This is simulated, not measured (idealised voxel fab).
process module | voxel local oxidation
cross-section cut | 240 nm wide | cells 5 nm
A cross-section is a grid of square cells, given in bands from the top down. A band is one or more rows of cells.
Each band's line starts with the height of the band's top and of its bottom, in nm. Then come its materials from left to right, each with its width in nm. One material with "throughout" fills the band from edge to edge. "air" is empty space.
Height 0 is the level under which the wafer as received is all one material. The lowest band goes on downwards, as in "0 down".
A width such as "30 to 40" changes by the same amount from each row of cells to the next, from the band's top row to its bottom row.
"no change" after a step means that no cell of the cross-section changed.
closed voids: empty space of 8 cells or more with no open way to the top, each as width x height at its distance from the left edge, in nm
after a step's settings: what the simulator itself notes on the step
overlay nm, on a step with a mask: how far to the right of its planned place the mask lay; to the left if negative
plan
1 op RECEIVE | material Si
2 op CONFORMAL_DEP | material SiO2 | thk nm 5
3 op CONFORMAL_DEP | material SiN | thk nm 5
4 op DIRECTIONAL_DEP | material aC | thk nm 15
5 op PATTERN | tone cover | mask id ACTIVE | material resist | width nm 90 | thk nm 35 | overlay nm 0
6 op DIRECTIONAL_ETCH | etch materials aC | depth nm 15
7 op STRIP | etch materials resist
8 op DIRECTIONAL_ETCH | etch materials SiN | depth nm 10
9 op STRIP | etch materials aC
10 op SELECTIVE_ETCH | etch materials SiO2 | depth nm 5
11 op OXIDIZE | depth nm 15
12 op STRIP | etch materials SiN
varied across the wafers: thk nm of step 3. The plan shows the first wafer's value. All wafers start alike
first wafer as received, after step 1
  0 down: Si throughout
  closed voids: none
each wafer at the end: cells of each material gained (+) or lost (-) since it was received, then its closed voids
thk nm 5 | -114 Si | +130 SiO2 | closed voids: none
thk nm 10 | -114 Si | +130 SiO2 | closed voids: none
thk nm 15 | +48 SiO2 | closed voids: none
thk nm 20 | +48 SiO2 | closed voids: none
thk nm 25 | +48 SiO2 | closed voids: none
